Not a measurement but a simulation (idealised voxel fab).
The name of this process module is voxel capacitor over wiring.
cross-section cut | 225 nm wide | cells 5 nm
Reading order for cross-sections: top band down to bottom band. Underlying form: a grid of square cells. Band size: one or more rows of cells. Band entry format. Leading values: height of top, height of bottom, nm. Remainder: materials in left-to-right order, each with its width in nm. Special words: "throughout" on a single material, which then fills the band edge to edge; "blank", empty space. Measure heights from 0. That's the level where, below it, the as-received wafer is all one material. The lowest band is bottomless and extends downward; write it as in "0 down". Width spec "30 to 40" -> top row of cells at first value, bottom row at second value, equal per-row change in between. No cell of the cross-section changed in a step that is given as "left unchanged". Voids not open to the top, 8 cells minimum: see "Closed empty spaces". Written width x height at distance; distance is from the left edge; nm. Heads up: the bit after the settings on a step's line is the simulator's remark on that step. overlay nm: on a step with a mask, how far right of its planned place the mask lay; negative means left.

The steps planned for the process are as follows
1: RECEIVE | material Si
2: CONFORMAL_DEP | material SiO2 | thk nm 10
3: DIRECTIONAL_DEP | material TiN | thk nm 5
4: DIRECTIONAL_DEP | material Ru | thk nm 20
5: PATTERN | tone cover | mask id METAL_1 | material resist | width nm 20 | pitch nm 80 | thk nm 15 | overlay nm 0
6: DIRECTIONAL_ETCH | etch materials Ru | depth nm 20
7: DIRECTIONAL_ETCH | etch materials TiN | depth nm 5
8: STRIP | etch materials resist
9: FILL_DEP | material lowk | thk nm 10
10: CMP | height nm 35
11: CONFORMAL_DEP | material SiCN | thk nm 5
12: DIRECTIONAL_DEP | material lowk | thk nm 20
13: DIRECTIONAL_DEP | material aC | thk nm 15
14: PATTERN | tone open | mask id PLUG_1 | material resist | width nm 15 | thk nm 35 | overlay nm 0
15: DIRECTIONAL_ETCH | etch materials aC | depth nm 15
16: STRIP | etch materials resist
17: DIRECTIONAL_ETCH | etch materials lowk | depth nm 20
18: DIRECTIONAL_ETCH | etch materials SiCN | depth nm 5
19: STRIP | etch materials aC
20: CONFORMAL_DEP | material TiN | thk nm 5
21: FILL_DEP | material W | thk nm 10
22: CMP | height nm 60
23: DIRECTIONAL_DEP | material TiN | thk nm 5
24: DIRECTIONAL_DEP | material Al2O3 | thk nm 5
25: DIRECTIONAL_DEP | material TiN | thk nm 5
26: MASKED_ETCH | tone cover | mask id UPPER_PLATE | width nm 65 | etch materials TiN | depth nm 5 | overlay nm 0
27: MASKED_ETCH | tone cover | mask id UPPER_PLATE | width nm 65 | etch materials Al2O3 | depth nm 5 | overlay nm 0
28: DIRECTIONAL_DEP | material aC | thk nm 15
29: PATTERN | tone cover | mask id LOWER_PLATE | material resist | width nm 75 | thk nm 30 | overlay nm 0
30: DIRECTIONAL_ETCH | etch materials aC | depth nm 15
31: STRIP | etch materials resist
32: DIRECTIONAL_ETCH | etch materials TiN | depth nm 5
33: STRIP | etch materials aC
34: FILL_DEP | material SiO2 | thk nm 20
35: CMP | height nm 90
36: DIRECTIONAL_DEP | material aC | thk nm 10
37: PATTERN | tone open | mask id PLUG_2 | material resist | width nm 15 | thk nm 30 | overlay nm 0
38: DIRECTIONAL_ETCH | etch materials aC | depth nm 10
39: STRIP | etch materials resist
40: DIRECTIONAL_ETCH | etch materials SiO2 | depth nm 15
41: STRIP | etch materials aC
42: CONFORMAL_DEP | material TiN | thk nm 5
43: FILL_DEP | material Cu | thk nm 5
44: CMP | height nm 90
45: CONFORMAL_DEP | material SiCN | thk nm 5

First of the two wafers, run per plan

Shown in cross-section is the wafer as received, that is, as it stands after step 1
0 down | Si throughout
Closed empty spaces: none

After step 2: wafer cross-section
10 to 0 | SiO2 throughout
below 0: unchanged

After step 3: wafer cross-section
15 to 10 | TiN throughout
below 10: unchanged

After step 4: wafer cross-section
35 to 15 | Ru throughout
below 15: unchanged

After step 5: wafer cross-section
50 to 35 | 60 of blank, then 20 of resist, then 60 of blank, then 20 of resist, then 65 of blank
below 35: unchanged

After step 6: wafer cross-section
50 to 35 | 60 of blank, then 20 of resist, then 60 of blank, then 20 of resist, then 65 of blank
35 to 15 | 60 of blank, then 20 of Ru, then 60 of blank, then 20 of Ru, then 65 of blank
below 15: unchanged

After step 7: wafer cross-section
50 to 35 | 60 of blank, then 20 of resist, then 60 of blank, then 20 of resist, then 65 of blank
35 to 15 | 60 of blank, then 20 of Ru, then 60 of blank, then 20 of Ru, then 65 of blank
15 to 10 | 60 of blank, then 20 of TiN, then 60 of blank, then 20 of TiN, then 65 of blank
below 10: unchanged

After step 8: wafer cross-section
35 to 15 | 60 of blank, then 20 of Ru, then 60 of blank, then 20 of Ru, then 65 of blank
below 15: unchanged

After step 9: wafer cross-section
45 to 35 | lowk throughout
35 to 15 | 60 of lowk, then 20 of Ru, then 60 of lowk, then 20 of Ru, then 65 of lowk
15 to 10 | 60 of lowk, then 20 of TiN, then 60 of lowk, then 20 of TiN, then 65 of lowk
below 10: unchanged

After step 10: wafer cross-section
35 to 15 | 60 of lowk, then 20 of Ru, then 60 of lowk, then 20 of Ru, then 65 of lowk
below 15: unchanged

After step 11: wafer cross-section
40 to 35 | SiCN throughout
below 35: unchanged

After step 12: wafer cross-section
60 to 40 | lowk throughout
below 40: unchanged

After step 13: wafer cross-section
75 to 60 | aC throughout
below 60: unchanged

After step 14: wafer cross-section
110 to 75 | 65 of resist, then 15 of blank, then 145 of resist
below 75: unchanged

After step 15: wafer cross-section
95 to 75 | 65 of resist, then 15 of blank, then 145 of resist
75 to 60 | 65 of aC, then 15 of blank, then 145 of aC
below 60: unchanged

After step 16: wafer cross-section
75 to 60 | 65 of aC, then 15 of blank, then 145 of aC
below 60: unchanged

After step 17: wafer cross-section
75 to 60 | 65 of aC, then 15 of blank, then 145 of aC
60 to 40 | 65 of lowk, then 15 of blank, then 145 of lowk
below 40: unchanged

After step 18: wafer cross-section
75 to 60 | 65 of aC, then 15 of blank, then 145 of aC
60 to 40 | 65 of lowk, then 15 of blank, then 145 of lowk
40 to 35 | 65 of SiCN, then 15 of blank, then 145 of SiCN
below 35: unchanged

After step 19: wafer cross-section
60 to 40 | 65 of lowk, then 15 of blank, then 145 of lowk
below 40: unchanged

After step 20: wafer cross-section
65 to 60 | 70 of TiN, then 5 of blank, then 150 of TiN
60 to 40 | 65 of lowk, then 5 of TiN, then 5 of blank, then 5 of TiN, then 145 of lowk
40 to 35 | 65 of SiCN, then 15 of TiN, then 145 of SiCN
below 35: unchanged

After step 21: wafer cross-section
75 to 65 | W throughout
65 to 60 | 70 of TiN, then 5 of W, then 150 of TiN
60 to 40 | 65 of lowk, then 5 of TiN, then 5 of W, then 5 of TiN, then 145 of lowk
below 40: unchanged

After step 22: wafer cross-section
60 to 40 | 65 of lowk, then 5 of TiN, then 5 of W, then 5 of TiN, then 145 of lowk
below 40: unchanged

After step 23: wafer cross-section
65 to 60 | TiN throughout
below 60: unchanged

After step 24: wafer cross-section
70 to 65 | Al2O3 throughout
below 65: unchanged

After step 25: wafer cross-section
75 to 70 | TiN throughout
below 70: unchanged

After step 26: wafer cross-section
75 to 70 | 65 of blank, then 65 of TiN, then 95 of blank
below 70: unchanged

After step 27: wafer cross-section
75 to 70 | 65 of blank, then 65 of TiN, then 95 of blank
70 to 65 | 65 of blank, then 65 of Al2O3, then 95 of blank
below 65: unchanged

After step 28: wafer cross-section
90 to 80 | 65 of blank, then 65 of aC, then 95 of blank
80 to 75 | aC throughout
75 to 70 | 65 of aC, then 65 of TiN, then 95 of aC
70 to 65 | 65 of aC, then 65 of Al2O3, then 95 of aC
below 65: unchanged

After step 29: wafer cross-section
120 to 90 | 60 of blank, then 75 of resist, then 90 of blank
90 to 80 | 60 of blank, then 5 of resist, then 65 of aC, then 5 of resist, then 90 of blank
below 80: unchanged

After step 30: wafer cross-section
105 to 90 | 60 of blank, then 75 of resist, then 90 of blank
90 to 80 | 60 of blank, then 5 of resist, then 65 of aC, then 5 of resist, then 90 of blank
80 to 75 | 60 of blank, then 75 of aC, then 90 of blank
75 to 70 | 60 of blank, then 5 of aC, then 65 of TiN, then 5 of aC, then 90 of blank
70 to 65 | 60 of blank, then 5 of aC, then 65 of Al2O3, then 5 of aC, then 90 of blank
below 65: unchanged

After step 31: wafer cross-section
90 to 80 | 65 of blank, then 65 of aC, then 95 of blank
below 80: unchanged

After step 32: wafer cross-section
90 to 80 | 65 of blank, then 65 of aC, then 95 of blank
80 to 75 | 60 of blank, then 75 of aC, then 90 of blank
75 to 70 | 60 of blank, then 5 of aC, then 65 of TiN, then 5 of aC, then 90 of blank
70 to 65 | 60 of blank, then 5 of aC, then 65 of Al2O3, then 5 of aC, then 90 of blank
65 to 60 | 60 of blank, then 75 of TiN, then 90 of blank
below 60: unchanged

After step 33: wafer cross-section
75 to 70 | 65 of blank, then 65 of TiN, then 95 of blank
70 to 65 | 65 of blank, then 65 of Al2O3, then 95 of blank
below 65: unchanged

After step 34: wafer cross-section
95 to 75 | SiO2 throughout
75 to 70 | 65 of SiO2, then 65 of TiN, then 95 of SiO2
70 to 65 | 65 of SiO2, then 65 of Al2O3, then 95 of SiO2
65 to 60 | 60 of SiO2, then 75 of TiN, then 90 of SiO2
below 60: unchanged

After step 35: wafer cross-section
90 to 75 | SiO2 throughout
below 75: unchanged

After step 36: wafer cross-section
100 to 90 | aC throughout
below 90: unchanged

After step 37: wafer cross-section
130 to 100 | 75 of resist, then 15 of blank, then 135 of resist
below 100: unchanged

After step 38: wafer cross-section
120 to 100 | 75 of resist, then 15 of blank, then 135 of resist
100 to 90 | 75 of aC, then 15 of blank, then 135 of aC
below 90: unchanged

After step 39: wafer cross-section
100 to 90 | 75 of aC, then 15 of blank, then 135 of aC
below 90: unchanged

After step 40: wafer cross-section
100 to 90 | 75 of aC, then 15 of blank, then 135 of aC
90 to 75 | 75 of SiO2, then 15 of blank, then 135 of SiO2
below 75: unchanged

After step 41: wafer cross-section
90 to 75 | 75 of SiO2, then 15 of blank, then 135 of SiO2
below 75: unchanged

After step 42: wafer cross-section
95 to 90 | 80 of TiN, then 5 of blank, then 140 of TiN
90 to 80 | 75 of SiO2, then 5 of TiN, then 5 of blank, then 5 of TiN, then 135 of SiO2
80 to 70 | 75 to 65 of SiO2, then 15 to 65 of TiN, then 135 to 95 of SiO2
below 70: unchanged

After step 43: wafer cross-section
100 to 95 | Cu throughout
95 to 90 | 80 of TiN, then 5 of Cu, then 140 of TiN
90 to 80 | 75 of SiO2, then 5 of TiN, then 5 of Cu, then 5 of TiN, then 135 of SiO2
below 80: unchanged

After step 44: wafer cross-section
90 to 80 | 75 of SiO2, then 5 of TiN, then 5 of Cu, then 5 of TiN, then 135 of SiO2
below 80: unchanged

After step 45: wafer cross-section
95 to 90 | SiCN throughout
below 90: unchanged

Regarding the second of the two wafers: it shared the first wafer's starting condition and process plan, yet one error occurred during its execution. Its history coincides with that of the first wafer up to and including step 3

Cross-section of the second wafer when, according to plan, step 4 should have finished
25 to 15 | Ru throughout
below 15: unchanged

Cross-section of the second wafer when, according to plan, step 5 should have finished
40 to 25 | 60 of blank, then 20 of resist, then 60 of blank, then 20 of resist, then 65 of blank
below 25: unchanged

Cross-section of the second wafer when, according to plan, step 6 should have finished
40 to 25 | 60 of blank, then 20 of resist, then 60 of blank, then 20 of resist, then 65 of blank
25 to 15 | 60 of blank, then 20 of Ru, then 60 of blank, then 20 of Ru, then 65 of blank
below 15: unchanged

Cross-section of the second wafer when, according to plan, step 7 should have finished
40 to 25 | 60 of blank, then 20 of resist, then 60 of blank, then 20 of resist, then 65 of blank
25 to 15 | 60 of blank, then 20 of Ru, then 60 of blank, then 20 of Ru, then 65 of blank
15 to 10 | 60 of blank, then 20 of TiN, then 60 of blank, then 20 of TiN, then 65 of blank
below 10: unchanged

Cross-section of the second wafer when, according to plan, step 8 should have finished
25 to 15 | 60 of blank, then 20 of Ru, then 60 of blank, then 20 of Ru, then 65 of blank
below 15: unchanged

Cross-section of the second wafer when, according to plan, step 9 should have finished
35 to 25 | lowk throughout
25 to 15 | 60 of lowk, then 20 of Ru, then 60 of lowk, then 20 of Ru, then 65 of lowk
15 to 10 | 60 of lowk, then 20 of TiN, then 60 of lowk, then 20 of TiN, then 65 of lowk
below 10: unchanged

Cross-section of the second wafer when, according to plan, step 10 should have finished: left unchanged

Cross-section of the second wafer when, according to plan, step 11 should have finished
40 to 35 | SiCN throughout
below 35: unchanged

Cross-section of the second wafer when, according to plan, step 12 should have finished
60 to 40 | lowk throughout
below 40: unchanged

Cross-section of the second wafer when, according to plan, step 13 should have finished
75 to 60 | aC throughout
below 60: unchanged

Cross-section of the second wafer when, according to plan, step 14 should have finished
110 to 75 | 65 of resist, then 15 of blank, then 145 of resist
below 75: unchanged

Cross-section of the second wafer when, according to plan, step 15 should have finished
95 to 75 | 65 of resist, then 15 of blank, then 145 of resist
75 to 60 | 65 of aC, then 15 of blank, then 145 of aC
below 60: unchanged

Cross-section of the second wafer when, according to plan, step 16 should have finished
75 to 60 | 65 of aC, then 15 of blank, then 145 of aC
below 60: unchanged

Cross-section of the second wafer when, according to plan, step 17 should have finished
75 to 60 | 65 of aC, then 15 of blank, then 145 of aC
60 to 40 | 65 of lowk, then 15 of blank, then 145 of lowk
below 40: unchanged

Cross-section of the second wafer when, according to plan, step 18 should have finished
75 to 60 | 65 of aC, then 15 of blank, then 145 of aC
60 to 40 | 65 of lowk, then 15 of blank, then 145 of lowk
40 to 35 | 65 of SiCN, then 15 of blank, then 145 of SiCN
below 35: unchanged

Cross-section of the second wafer when, according to plan, step 19 should have finished
60 to 40 | 65 of lowk, then 15 of blank, then 145 of lowk
below 40: unchanged

Cross-section of the second wafer when, according to plan, step 20 should have finished
65 to 60 | 70 of TiN, then 5 of blank, then 150 of TiN
60 to 40 | 65 of lowk, then 5 of TiN, then 5 of blank, then 5 of TiN, then 145 of lowk
40 to 35 | 65 of SiCN, then 15 of TiN, then 145 of SiCN
below 35: unchanged

Cross-section of the second wafer when, according to plan, step 21 should have finished
75 to 65 | W throughout
65 to 60 | 70 of TiN, then 5 of W, then 150 of TiN
60 to 40 | 65 of lowk, then 5 of TiN, then 5 of W, then 5 of TiN, then 145 of lowk
below 40: unchanged

Cross-section of the second wafer when, according to plan, step 22 should have finished
60 to 40 | 65 of lowk, then 5 of TiN, then 5 of W, then 5 of TiN, then 145 of lowk
below 40: unchanged

Cross-section of the second wafer when, according to plan, step 23 should have finished
65 to 60 | TiN throughout
below 60: unchanged

Cross-section of the second wafer when, according to plan, step 24 should have finished
70 to 65 | Al2O3 throughout
below 65: unchanged

Cross-section of the second wafer when, according to plan, step 25 should have finished
75 to 70 | TiN throughout
below 70: unchanged

Cross-section of the second wafer when, according to plan, step 26 should have finished
75 to 70 | 65 of blank, then 65 of TiN, then 95 of blank
below 70: unchanged

Cross-section of the second wafer when, according to plan, step 27 should have finished
75 to 70 | 65 of blank, then 65 of TiN, then 95 of blank
70 to 65 | 65 of blank, then 65 of Al2O3, then 95 of blank
below 65: unchanged

Cross-section of the second wafer when, according to plan, step 28 should have finished
90 to 80 | 65 of blank, then 65 of aC, then 95 of blank
80 to 75 | aC throughout
75 to 70 | 65 of aC, then 65 of TiN, then 95 of aC
70 to 65 | 65 of aC, then 65 of Al2O3, then 95 of aC
below 65: unchanged

Cross-section of the second wafer when, according to plan, step 29 should have finished
120 to 90 | 60 of blank, then 75 of resist, then 90 of blank
90 to 80 | 60 of blank, then 5 of resist, then 65 of aC, then 5 of resist, then 90 of blank
below 80: unchanged

Cross-section of the second wafer when, according to plan, step 30 should have finished
105 to 90 | 60 of blank, then 75 of resist, then 90 of blank
90 to 80 | 60 of blank, then 5 of resist, then 65 of aC, then 5 of resist, then 90 of blank
80 to 75 | 60 of blank, then 75 of aC, then 90 of blank
75 to 70 | 60 of blank, then 5 of aC, then 65 of TiN, then 5 of aC, then 90 of blank
70 to 65 | 60 of blank, then 5 of aC, then 65 of Al2O3, then 5 of aC, then 90 of blank
below 65: unchanged

Cross-section of the second wafer when, according to plan, step 31 should have finished
90 to 80 | 65 of blank, then 65 of aC, then 95 of blank
below 80: unchanged

Cross-section of the second wafer when, according to plan, step 32 should have finished
90 to 80 | 65 of blank, then 65 of aC, then 95 of blank
80 to 75 | 60 of blank, then 75 of aC, then 90 of blank
75 to 70 | 60 of blank, then 5 of aC, then 65 of TiN, then 5 of aC, then 90 of blank
70 to 65 | 60 of blank, then 5 of aC, then 65 of Al2O3, then 5 of aC, then 90 of blank
65 to 60 | 60 of blank, then 75 of TiN, then 90 of blank
below 60: unchanged

Cross-section of the second wafer when, according to plan, step 33 should have finished
75 to 70 | 65 of blank, then 65 of TiN, then 95 of blank
70 to 65 | 65 of blank, then 65 of Al2O3, then 95 of blank
below 65: unchanged

Cross-section of the second wafer when, according to plan, step 34 should have finished
95 to 75 | SiO2 throughout
75 to 70 | 65 of SiO2, then 65 of TiN, then 95 of SiO2
70 to 65 | 65 of SiO2, then 65 of Al2O3, then 95 of SiO2
65 to 60 | 60 of SiO2, then 75 of TiN, then 90 of SiO2
below 60: unchanged

Cross-section of the second wafer when, according to plan, step 35 should have finished
90 to 75 | SiO2 throughout
below 75: unchanged

Cross-section of the second wafer when, according to plan, step 36 should have finished
100 to 90 | aC throughout
below 90: unchanged

Cross-section of the second wafer when, according to plan, step 37 should have finished
130 to 100 | 75 of resist, then 15 of blank, then 135 of resist
below 100: unchanged

Cross-section of the second wafer when, according to plan, step 38 should have finished
120 to 100 | 75 of resist, then 15 of blank, then 135 of resist
100 to 90 | 75 of aC, then 15 of blank, then 135 of aC
below 90: unchanged

Cross-section of the second wafer when, according to plan, step 39 should have finished
100 to 90 | 75 of aC, then 15 of blank, then 135 of aC
below 90: unchanged

Cross-section of the second wafer when, according to plan, step 40 should have finished
100 to 90 | 75 of aC, then 15 of blank, then 135 of aC
90 to 75 | 75 of SiO2, then 15 of blank, then 135 of SiO2
below 75: unchanged

Cross-section of the second wafer when, according to plan, step 41 should have finished
90 to 75 | 75 of SiO2, then 15 of blank, then 135 of SiO2
below 75: unchanged

Cross-section of the second wafer when, according to plan, step 42 should have finished
95 to 90 | 80 of TiN, then 5 of blank, then 140 of TiN
90 to 80 | 75 of SiO2, then 5 of TiN, then 5 of blank, then 5 of TiN, then 135 of SiO2
80 to 70 | 75 to 65 of SiO2, then 15 to 65 of TiN, then 135 to 95 of SiO2
below 70: unchanged

Cross-section of the second wafer when, according to plan, step 43 should have finished
100 to 95 | Cu throughout
95 to 90 | 80 of TiN, then 5 of Cu, then 140 of TiN
90 to 80 | 75 of SiO2, then 5 of TiN, then 5 of Cu, then 5 of TiN, then 135 of SiO2
below 80: unchanged

Cross-section of the second wafer when, according to plan, step 44 should have finished
90 to 80 | 75 of SiO2, then 5 of TiN, then 5 of Cu, then 5 of TiN, then 135 of SiO2
below 80: unchanged

Cross-section of the second wafer when, according to plan, step 45 should have finished
95 to 90 | SiCN throughout
below 90: unchanged
Want to know what went wrong? heads up, step 4 didn't go per plan, it actually ran as DIRECTIONAL_DEP | material Ru | thk nm 10
Bottom line after processing is that, in cells, the second wafer is up or down on some materials versus the first: 16 fewer of Ru, 16 more of lowk
